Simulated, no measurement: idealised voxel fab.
process module | voxel trench capacitor
cross-section cut | 260 nm wide | cells 5 nm
A cross-section is a grid of square cells, given in bands from the top down. A band is one or more rows of cells.
Each band's line starts with the height of the band's top and of its bottom, in nm. Then come its materials from left to right, each with its width in nm. One material with "throughout" fills the band from edge to edge. "air" is empty space.
Height 0 is the level under which the wafer as received is all one material. The lowest band goes on downwards, as in "0 down".
A width such as "30 to 40" changes by the same amount from each row of cells to the next, from the band's top row to its bottom row.
"no change" after a step means that no cell of the cross-section changed.
closed voids: empty space of 8 cells or more with no open way to the top, each as width x height at its distance from the left edge, in nm
after a step's settings: what the simulator itself notes on the step
overlay nm, on a step with a mask: how far to the right of its planned place the mask lay; to the left if negative
plan
1 op RECEIVE | material Si
2 op CONFORMAL_DEP | material SiN | thk nm 5
3 op PATTERN | tone open | mask id TRENCH | material resist | width nm 15 | pitch nm 30 | thk nm 20 | overlay nm 0
4 op DIRECTIONAL_ETCH | etch materials SiN | depth nm 5
5 op DIRECTIONAL_ETCH | etch materials Si | depth nm 35
6 op STRIP | etch materials resist
7 op CONFORMAL_DEP | material SiO2 | thk nm 5
8 op FILL_DEP | material polySi | thk nm 5
9 op CMP | height nm 5
first wafer, as planned
as received, after step 1
  0 down: Si throughout
  closed voids: none
after step 2
  5 to 0: SiN throughout
  below 0: unchanged
after step 3
  25 to 5: resist 90 | air 15 | resist 15 | air 15 | resist 15 | air 15 | resist 95
  below 5: unchanged
after step 4
  25 to 5: resist 90 | air 15 | resist 15 | air 15 | resist 15 | air 15 | resist 95
  5 to 0: SiN 90 | air 15 | SiN 15 | air 15 | SiN 15 | air 15 | SiN 95
  below 0: unchanged
after step 5
  25 to 5: resist 90 | air 15 | resist 15 | air 15 | resist 15 | air 15 | resist 95
  5 to 0: SiN 90 | air 15 | SiN 15 | air 15 | SiN 15 | air 15 | SiN 95
  0 to -35: Si 90 | air 15 | Si 15 | air 15 | Si 15 | air 15 | Si 95
  below -35: unchanged
after step 6
  5 to 0: SiN 90 | air 15 | SiN 15 | air 15 | SiN 15 | air 15 | SiN 95
  below 0: unchanged
after step 7
  10 to 5: SiO2 95 | air 5 | SiO2 25 | air 5 | SiO2 25 | air 5 | SiO2 100
  5 to 0: SiN 90 | SiO2 5 | air 5 | SiO2 5 | SiN 15 | SiO2 5 | air 5 | SiO2 5 | SiN 15 | SiO2 5 | air 5 | SiO2 5 | SiN 95
  0 to -30: Si 90 | SiO2 5 | air 5 | SiO2 5 | Si 15 | SiO2 5 | air 5 | SiO2 5 | Si 15 | SiO2 5 | air 5 | SiO2 5 | Si 95
  -30 to -35: Si 90 | SiO2 15 | Si 15 | SiO2 15 | Si 15 | SiO2 15 | Si 95
  below -35: unchanged
after step 8
  15 to 10: polySi throughout
  10 to 5: SiO2 95 | polySi 5 | SiO2 25 | polySi 5 | SiO2 25 | polySi 5 | SiO2 100
  5 to 0: SiN 90 | SiO2 5 | polySi 5 | SiO2 5 | SiN 15 | SiO2 5 | polySi 5 | SiO2 5 | SiN 15 | SiO2 5 | polySi 5 | SiO2 5 | SiN 95
  0 to -30: Si 90 | SiO2 5 | polySi 5 | SiO2 5 | Si 15 | SiO2 5 | polySi 5 | SiO2 5 | Si 15 | SiO2 5 | polySi 5 | SiO2 5 | Si 95
  below -30: unchanged
after step 9
  5 to 0: SiN 90 | SiO2 5 | polySi 5 | SiO2 5 | SiN 15 | SiO2 5 | polySi 5 | SiO2 5 | SiN 15 | SiO2 5 | polySi 5 | SiO2 5 | SiN 95
  below 0: unchanged
second wafer: like start, like plan, one mistake. Through step 2 it matches the first wafer
when step 3 should have ended
  25 to 5: resist 80 | air 15 | resist 15 | air 15 | resist 15 | air 15 | resist 105
  below 5: unchanged
when step 4 should have ended
  25 to 5: resist 80 | air 15 | resist 15 | air 15 | resist 15 | air 15 | resist 105
  5 to 0: SiN 80 | air 15 | SiN 15 | air 15 | SiN 15 | air 15 | SiN 105
  below 0: unchanged
when step 5 should have ended
  25 to 5: resist 80 | air 15 | resist 15 | air 15 | resist 15 | air 15 | resist 105
  5 to 0: SiN 80 | air 15 | SiN 15 | air 15 | SiN 15 | air 15 | SiN 105
  0 to -35: Si 80 | air 15 | Si 15 | air 15 | Si 15 | air 15 | Si 105
  below -35: unchanged
when step 6 should have ended
  5 to 0: SiN 80 | air 15 | SiN 15 | air 15 | SiN 15 | air 15 | SiN 105
  below 0: unchanged
when step 7 should have ended
  10 to 5: SiO2 85 | air 5 | SiO2 25 | air 5 | SiO2 25 | air 5 | SiO2 110
  5 to 0: SiN 80 | SiO2 5 | air 5 | SiO2 5 | SiN 15 | SiO2 5 | air 5 | SiO2 5 | SiN 15 | SiO2 5 | air 5 | SiO2 5 | SiN 105
  0 to -30: Si 80 | SiO2 5 | air 5 | SiO2 5 | Si 15 | SiO2 5 | air 5 | SiO2 5 | Si 15 | SiO2 5 | air 5 | SiO2 5 | Si 105
  -30 to -35: Si 80 | SiO2 15 | Si 15 | SiO2 15 | Si 15 | SiO2 15 | Si 105
  below -35: unchanged
when step 8 should have ended
  15 to 10: polySi throughout
  10 to 5: SiO2 85 | polySi 5 | SiO2 25 | polySi 5 | SiO2 25 | polySi 5 | SiO2 110
  5 to 0: SiN 80 | SiO2 5 | polySi 5 | SiO2 5 | SiN 15 | SiO2 5 | polySi 5 | SiO2 5 | SiN 15 | SiO2 5 | polySi 5 | SiO2 5 | SiN 105
  0 to -30: Si 80 | SiO2 5 | polySi 5 | SiO2 5 | Si 15 | SiO2 5 | polySi 5 | SiO2 5 | Si 15 | SiO2 5 | polySi 5 | SiO2 5 | Si 105
  below -30: unchanged
when step 9 should have ended
  5 to 0: SiN 80 | SiO2 5 | polySi 5 | SiO2 5 | SiN 15 | SiO2 5 | polySi 5 | SiO2 5 | SiN 15 | SiO2 5 | polySi 5 | SiO2 5 | SiN 105
  below 0: unchanged
what went wrong: step 3 ran as: op PATTERN | tone open | mask id TRENCH | material resist | width nm 15 | pitch nm 30 | thk nm 20 | overlay nm -10
at the end the second wafer has, in cells: as many of each material as the first, in other places
